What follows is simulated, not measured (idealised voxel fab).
Process module in this document: voxel capacitor over wiring
Square cell edge 5 nm, section width 145 nm, ID cut.
Notation: cross-section as square-cell grid; stated in bands, top first, going down; one or more cell rows per band. Band entry format. Leading values: height of top, height of bottom, nm. Remainder: materials in left-to-right order, each with its width in nm. Special words: "all across" on a single material, which then fills the band edge to edge; "empty", empty space. Where do heights start? At 0: under that level the wafer as delivered is made of one material only. And the lowest band has no floor; it just carries on downward, as in "0..down". Width: "30..40" (first number = top row, second number = bottom row, same change from row to row of cells). It should be understood that the words "no alteration", when stated for a given step, signify that the cross-section underwent no change in any of its cells during that step. In the "Closed internal voids" entry, you get each enclosed empty space of 8 cells or more, one with no open way to the top, written width x height at distance, distance from the left edge, in nm. Past the settings on a step's line: simulator remark, on that step. When a step includes a mask, the "overlay nm" setting on its line states how far to the right of its planned place that mask lay, and negative values state how far to the left.
# The steps planned for the process are as follows
| 1 | RECEIVE, material Si |
| 2 | CONFORMAL_DEP, material SiO2, thk nm 15 |
| 3 | CONFORMAL_DEP, material SiN, thk nm 5 |
| 4 | DIRECTIONAL_DEP, material SiO2, thk nm 20 |
| 5 | DIRECTIONAL_DEP, material aC, thk nm 10 |
| 6 | PATTERN, tone open, mask id METAL_1, material resist, width nm 20, pitch nm 90, thk nm 30, overlay nm 0 |
| 7 | DIRECTIONAL_ETCH, etch materials aC, depth nm 10 |
| 8 | STRIP, etch materials resist |
| 9 | DIRECTIONAL_ETCH, etch materials SiO2, depth nm 20 |
| 10 | DIRECTIONAL_ETCH, etch materials SiN, depth nm 5 |
| 11 | STRIP, etch materials aC |
| 12 | CONFORMAL_DEP, material TiN, thk nm 5 |
| 13 | FILL_DEP, material Cu, thk nm 10 |
| 14 | CMP, height nm 40 |
| 15 | CONFORMAL_DEP, material SiCN, thk nm 5 |
| 16 | DIRECTIONAL_DEP, material lowk, thk nm 15 |
| 17 | DIRECTIONAL_DEP, material aC, thk nm 15 |
| 18 | PATTERN, tone open, mask id PLUG_1, material resist, width nm 15, thk nm 35, overlay nm 0 |
| 19 | DIRECTIONAL_ETCH, etch materials aC, depth nm 15 |
| 20 | STRIP, etch materials resist |
| 21 | DIRECTIONAL_ETCH, etch materials lowk, depth nm 15 |
| 22 | DIRECTIONAL_ETCH, etch materials SiCN, depth nm 5 |
| 23 | STRIP, etch materials aC |
| 24 | CONFORMAL_DEP, material TiN, thk nm 5 |
| 25 | FILL_DEP, material Cu, thk nm 5 |
| 26 | CMP, height nm 60 |
| 27 | DIRECTIONAL_DEP, material TiN, thk nm 5 |
| 28 | DIRECTIONAL_DEP, material SiN, thk nm 5 |
| 29 | DIRECTIONAL_DEP, material TiN, thk nm 5 |
| 30 | DIRECTIONAL_DEP, material aC, thk nm 10 |
| 31 | PATTERN, tone cover, mask id UPPER_PLATE, material resist, width nm 75, thk nm 30, overlay nm 0 |
| 32 | DIRECTIONAL_ETCH, etch materials aC, depth nm 10 |
| 33 | STRIP, etch materials resist |
| 34 | DIRECTIONAL_ETCH, etch materials TiN, depth nm 5 |
| 35 | DIRECTIONAL_ETCH, etch materials SiN, depth nm 5 |
| 36 | STRIP, etch materials aC |
| 37 | PATTERN, tone cover, mask id LOWER_PLATE, material resist, width nm 85, thk nm 15, overlay nm 0 |
| 38 | DIRECTIONAL_ETCH, etch materials TiN, depth nm 5 |
| 39 | STRIP, etch materials resist |
| 40 | FILL_DEP, material SiO2, thk nm 20 |
| 41 | CMP, height nm 90 |
| 42 | PATTERN, tone open, mask id PLUG_2, material resist, width nm 15, thk nm 15, overlay nm -15 |
| 43 | DIRECTIONAL_ETCH, etch materials SiO2, depth nm 15 |
| 44 | STRIP, etch materials resist |
| 45 | CONFORMAL_DEP, material TiN, thk nm 5 |
| 46 | FILL_DEP, material Ru, thk nm 10 |
| 47 | CMP, height nm 90 |
| 48 | CONFORMAL_DEP, material SiN, thk nm 5 |
Same starting wafers, different overlay nm at step 42. Plan value belongs to the first wafer.
# First of several wafers (as received, post step 1), cross-sectional view
0..down = Si all across
Closed internal voids: none
# Table: wafers, a row each; end-of-module cell change per material since receipt, gain (+), loss (-); then closed voids
overlay nm -15; +19 Cu; +2 Ru; +26 SiCN; +65 SiN; +289 SiO2; +72 TiN; +78 lowk; Closed internal voids: none
overlay nm -10; +19 Cu; +2 Ru; +26 SiCN; +65 SiN; +289 SiO2; +72 TiN; +78 lowk; Closed internal voids: none
overlay nm -5; +19 Cu; +2 Ru; +26 SiCN; +65 SiN; +289 SiO2; +72 TiN; +78 lowk; Closed internal voids: none
overlay nm 0; +19 Cu; +2 Ru; +26 SiCN; +65 SiN; +289 SiO2; +72 TiN; +78 lowk; Closed internal voids: none
overlay nm 5; +19 Cu; +2 Ru; +26 SiCN; +65 SiN; +289 SiO2; +72 TiN; +78 lowk; Closed internal voids: none
overlay nm 10; +19 Cu; +2 Ru; +26 SiCN; +65 SiN; +289 SiO2; +72 TiN; +78 lowk; Closed internal voids: none
overlay nm 15; +19 Cu; +2 Ru; +26 SiCN; +65 SiN; +289 SiO2; +72 TiN; +78 lowk; Closed internal voids: none
